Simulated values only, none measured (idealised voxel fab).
Documented hereafter: the process module known as voxel wiring stack.
In the cross-section labelled cut, the width is 300 nm and each square cell is 5 nm.
Throughout this document, each cross-section is represented as a grid of square cells and is presented as a sequence of bands enumerated from the top downward, where a band comprises one or more rows of cells. What a band's entry tells you: where the top is and where the bottom is, as heights in nm, and after that what lies inside, material by material from left to right, each with its width in nm. Empty space is written as the word "empty", and a single material marked with the word "all across" occupies the band from edge to edge. Height 0 is the level under which the wafer as received is all one material. The lowest band goes on downwards, as in "0 and below". Width spec "30 to 40" -> top row of cells at first value, bottom row at second value, equal per-row change in between. No cell of the cross-section changed in a step that is given as "no change occurred". "Closed void catalog": sealed empty spaces, 8 cells or more, no open way to top, listed width x height at distance, with distance from the left edge and width, height and distance in nm. The remark found on a step's line after its settings is issued by the simulator itself and pertains to that step. Regarding "overlay nm": on a step with a mask, it is the distance the mask lay to the right of its planned place; a negative value places it to the left.

The following list gives the planned process steps:
- 1: RECEIVE (material Si)
- 2: CONFORMAL_DEP (material SiO2; thk nm 10)
- 3: DIRECTIONAL_DEP (material TiN; thk nm 5)
- 4: DIRECTIONAL_DEP (material W; thk nm 20)
- 5: PATTERN (tone cover; mask id METAL_1; material resist; width nm 30; pitch nm 60; thk nm 20; overlay nm 0)
- 6: DIRECTIONAL_ETCH (etch materials W; depth nm 20)
- 7: DIRECTIONAL_ETCH (etch materials TiN; depth nm 5)
- 8: STRIP (etch materials resist)
- 9: CONFORMAL_DEP (material SiN; thk nm 5)
- 10: FILL_DEP (material SiO2; thk nm 5)
- 11: CMP (height nm 35)
- 12: CONFORMAL_DEP (material SiCN; thk nm 5)
- 13: DIRECTIONAL_DEP (material SiO2; thk nm 30)
- 14: MASKED_ETCH (tone open; mask id METAL_2_HOLES; width nm 15; pitch nm 60; etch materials SiO2; depth nm 30; overlay nm 0)
- 15: PATTERN (tone open; mask id METAL_2; material resist; width nm 30; pitch nm 60; thk nm 15; overlay nm 0)
- 16: DIRECTIONAL_ETCH (etch materials SiO2; depth nm 15)
- 17: DIRECTIONAL_ETCH (etch materials SiCN; depth nm 5)
- 18: STRIP (etch materials resist)
- 19: CONFORMAL_DEP (material TiN; thk nm 5)
- 20: FILL_DEP (material Cu; thk nm 10)
- 21: CMP (height nm 70)
- 22: CONFORMAL_DEP (material SiCN; thk nm 5)

First of two wafers, processed according to plan:

Cross-section of the incoming wafer, state after step 1:
* 0 and below: Si all across
* Closed void catalog: none

You're looking at a cross-section of the wafer after step 2:
* 10 down to 0: SiO2 all across
* At heights below 0, the structure remains unaltered.

You're looking at a cross-section of the wafer after step 3:
* 15 down to 10: TiN all across
* At heights below 10, the structure remains unaltered.

You're looking at a cross-section of the wafer after step 4:
* 35 down to 15: W all across
* At heights below 15, the structure remains unaltered.

You're looking at a cross-section of the wafer after step 5:
* 55 down to 35: empty 75 nm, resist 30 nm, empty 30 nm, resist 30 nm, empty 30 nm, resist 30 nm, empty 75 nm
* At heights below 35, the structure remains unaltered.

You're looking at a cross-section of the wafer after step 6:
* 55 down to 35: empty 75 nm, resist 30 nm, empty 30 nm, resist 30 nm, empty 30 nm, resist 30 nm, empty 75 nm
* 35 down to 15: empty 75 nm, W 30 nm, empty 30 nm, W 30 nm, empty 30 nm, W 30 nm, empty 75 nm
* At heights below 15, the structure remains unaltered.

You're looking at a cross-section of the wafer after step 7:
* 55 down to 35: empty 75 nm, resist 30 nm, empty 30 nm, resist 30 nm, empty 30 nm, resist 30 nm, empty 75 nm
* 35 down to 15: empty 75 nm, W 30 nm, empty 30 nm, W 30 nm, empty 30 nm, W 30 nm, empty 75 nm
* 15 down to 10: empty 75 nm, TiN 30 nm, empty 30 nm, TiN 30 nm, empty 30 nm, TiN 30 nm, empty 75 nm
* At heights below 10, the structure remains unaltered.

You're looking at a cross-section of the wafer after step 8:
* 35 down to 15: empty 75 nm, W 30 nm, empty 30 nm, W 30 nm, empty 30 nm, W 30 nm, empty 75 nm
* At heights below 15, the structure remains unaltered.

You're looking at a cross-section of the wafer after step 9:
* 40 down to 35: empty 70 nm, SiN 40 nm, empty 20 nm, SiN 40 nm, empty 20 nm, SiN 40 nm, empty 70 nm
* 35 down to 15: empty 70 nm, SiN 5 nm, W 30 nm, SiN 5 nm, empty 20 nm, SiN 5 nm, W 30 nm, SiN 5 nm, empty 20 nm, SiN 5 nm, W 30 nm, SiN 5 nm, empty 70 nm
* 15 down to 10: SiN 75 nm, TiN 30 nm, SiN 30 nm, TiN 30 nm, SiN 30 nm, TiN 30 nm, SiN 75 nm
* At heights below 10, the structure remains unaltered.

You're looking at a cross-section of the wafer after step 10:
* 45 down to 40: SiO2 all across
* 40 down to 35: SiO2 70 nm, SiN 40 nm, SiO2 20 nm, SiN 40 nm, SiO2 20 nm, SiN 40 nm, SiO2 70 nm
* 35 down to 15: SiO2 70 nm, SiN 5 nm, W 30 nm, SiN 5 nm, SiO2 20 nm, SiN 5 nm, W 30 nm, SiN 5 nm, SiO2 20 nm, SiN 5 nm, W 30 nm, SiN 5 nm, SiO2 70 nm
* At heights below 15, the structure remains unaltered.

You're looking at a cross-section of the wafer after step 11:
* 35 down to 15: SiO2 70 nm, SiN 5 nm, W 30 nm, SiN 5 nm, SiO2 20 nm, SiN 5 nm, W 30 nm, SiN 5 nm, SiO2 20 nm, SiN 5 nm, W 30 nm, SiN 5 nm, SiO2 70 nm
* At heights below 15, the structure remains unaltered.

You're looking at a cross-section of the wafer after step 12:
* 40 down to 35: SiCN all across
* At heights below 35, the structure remains unaltered.

You're looking at a cross-section of the wafer after step 13:
* 70 down to 40: SiO2 all across
* At heights below 40, the structure remains unaltered.

You're looking at a cross-section of the wafer after step 14:
* 70 down to 40: SiO2 75 nm, empty 15 nm, SiO2 45 nm, empty 15 nm, SiO2 45 nm, empty 15 nm, SiO2 90 nm
* At heights below 40, the structure remains unaltered.

You're looking at a cross-section of the wafer after step 15:
* 85 down to 70: resist 75 nm, empty 30 nm, resist 30 nm, empty 30 nm, resist 30 nm, empty 30 nm, resist 75 nm
* At heights below 70, the structure remains unaltered.

You're looking at a cross-section of the wafer after step 16:
* 85 down to 70: resist 75 nm, empty 30 nm, resist 30 nm, empty 30 nm, resist 30 nm, empty 30 nm, resist 75 nm
* 70 down to 55: SiO2 75 nm, empty 30 nm, SiO2 30 nm, empty 30 nm, SiO2 30 nm, empty 30 nm, SiO2 75 nm
* At heights below 55, the structure remains unaltered.

You're looking at a cross-section of the wafer after step 17:
* 85 down to 70: resist 75 nm, empty 30 nm, resist 30 nm, empty 30 nm, resist 30 nm, empty 30 nm, resist 75 nm
* 70 down to 55: SiO2 75 nm, empty 30 nm, SiO2 30 nm, empty 30 nm, SiO2 30 nm, empty 30 nm, SiO2 75 nm
* 55 down to 40: SiO2 75 nm, empty 15 nm, SiO2 45 nm, empty 15 nm, SiO2 45 nm, empty 15 nm, SiO2 90 nm
* 40 down to 35: SiCN 75 nm, empty 15 nm, SiCN 45 nm, empty 15 nm, SiCN 45 nm, empty 15 nm, SiCN 90 nm
* At heights below 35, the structure remains unaltered.

You're looking at a cross-section of the wafer after step 18:
* 70 down to 55: SiO2 75 nm, empty 30 nm, SiO2 30 nm, empty 30 nm, SiO2 30 nm, empty 30 nm, SiO2 75 nm
* At heights below 55, the structure remains unaltered.

You're looking at a cross-section of the wafer after step 19:
* 75 down to 70: TiN 80 nm, empty 20 nm, TiN 40 nm, empty 20 nm, TiN 40 nm, empty 20 nm, TiN 80 nm
* 70 down to 60: SiO2 75 nm, TiN 5 nm, empty 20 nm, TiN 5 nm, SiO2 30 nm, TiN 5 nm, empty 20 nm, TiN 5 nm, SiO2 30 nm, TiN 5 nm, empty 20 nm, TiN 5 nm, SiO2 75 nm
* 60 down to 55: SiO2 75 nm, TiN 5 nm, empty 5 nm, TiN 20 nm, SiO2 30 nm, TiN 5 nm, empty 5 nm, TiN 20 nm, SiO2 30 nm, TiN 5 nm, empty 5 nm, TiN 20 nm, SiO2 75 nm
* 55 down to 40: SiO2 75 nm, TiN 5 nm, empty 5 nm, TiN 5 nm, SiO2 45 nm, TiN 5 nm, empty 5 nm, TiN 5 nm, SiO2 45 nm, TiN 5 nm, empty 5 nm, TiN 5 nm, SiO2 90 nm
* 40 down to 35: SiCN 75 nm, TiN 15 nm, SiCN 45 nm, TiN 15 nm, SiCN 45 nm, TiN 15 nm, SiCN 90 nm
* At heights below 35, the structure remains unaltered.

You're looking at a cross-section of the wafer after step 20:
* 85 down to 75: Cu all across
* 75 down to 70: TiN 80 nm, Cu 20 nm, TiN 40 nm, Cu 20 nm, TiN 40 nm, Cu 20 nm, TiN 80 nm
* 70 down to 60: SiO2 75 nm, TiN 5 nm, Cu 20 nm, TiN 5 nm, SiO2 30 nm, TiN 5 nm, Cu 20 nm, TiN 5 nm, SiO2 30 nm, TiN 5 nm, Cu 20 nm, TiN 5 nm, SiO2 75 nm
* 60 down to 55: SiO2 75 nm, TiN 5 nm, Cu 5 nm, TiN 20 nm, SiO2 30 nm, TiN 5 nm, Cu 5 nm, TiN 20 nm, SiO2 30 nm, TiN 5 nm, Cu 5 nm, TiN 20 nm, SiO2 75 nm
* 55 down to 40: SiO2 75 nm, TiN 5 nm, Cu 5 nm, TiN 5 nm, SiO2 45 nm, TiN 5 nm, Cu 5 nm, TiN 5 nm, SiO2 45 nm, TiN 5 nm, Cu 5 nm, TiN 5 nm, SiO2 90 nm
* At heights below 40, the structure remains unaltered.

You're looking at a cross-section of the wafer after step 21:
* 70 down to 60: SiO2 75 nm, TiN 5 nm, Cu 20 nm, TiN 5 nm, SiO2 30 nm, TiN 5 nm, Cu 20 nm, TiN 5 nm, SiO2 30 nm, TiN 5 nm, Cu 20 nm, TiN 5 nm, SiO2 75 nm
* At heights below 60, the structure remains unaltered.

You're looking at a cross-section of the wafer after step 22:
* 75 down to 70: SiCN all across
* At heights below 70, the structure remains unaltered.

Wafer two: like wafer one in start and plan, but with one mistake in execution; identical up to and including step 19:

Cross-section of the second wafer at the time by which step 20 should have been completed according to the plan:
* 85 down to 75: SiO2 all across
* 75 down to 70: TiN 80 nm, SiO2 20 nm, TiN 40 nm, SiO2 20 nm, TiN 40 nm, SiO2 20 nm, TiN 80 nm
* 70 down to 60: SiO2 75 nm, TiN 5 nm, SiO2 20 nm, TiN 5 nm, SiO2 30 nm, TiN 5 nm, SiO2 20 nm, TiN 5 nm, SiO2 30 nm, TiN 5 nm, SiO2 20 nm, TiN 5 nm, SiO2 75 nm
* 60 down to 55: SiO2 75 nm, TiN 5 nm, SiO2 5 nm, TiN 20 nm, SiO2 30 nm, TiN 5 nm, SiO2 5 nm, TiN 20 nm, SiO2 30 nm, TiN 5 nm, SiO2 5 nm, TiN 20 nm, SiO2 75 nm
* 55 down to 40: SiO2 75 nm, TiN 5 nm, SiO2 5 nm, TiN 5 nm, SiO2 45 nm, TiN 5 nm, SiO2 5 nm, TiN 5 nm, SiO2 45 nm, TiN 5 nm, SiO2 5 nm, TiN 5 nm, SiO2 90 nm
* At heights below 40, the structure remains unaltered.

Cross-section of the second wafer at the time by which step 21 should have been completed according to the plan:
* 70 down to 60: SiO2 75 nm, TiN 5 nm, SiO2 20 nm, TiN 5 nm, SiO2 30 nm, TiN 5 nm, SiO2 20 nm, TiN 5 nm, SiO2 30 nm, TiN 5 nm, SiO2 20 nm, TiN 5 nm, SiO2 75 nm
* At heights below 60, the structure remains unaltered.

Cross-section of the second wafer at the time by which step 22 should have been completed according to the plan:
* 75 down to 70: SiCN all across
* At heights below 70, the structure remains unaltered.
Deviation from plan: step 20 was not run as planned; what actually ran was FILL_DEP (material SiO2; thk nm 10)
Counted in cells at the end, the second wafer holds more or fewer of these materials than the first: 36 fewer of Cu | 36 more of SiO2
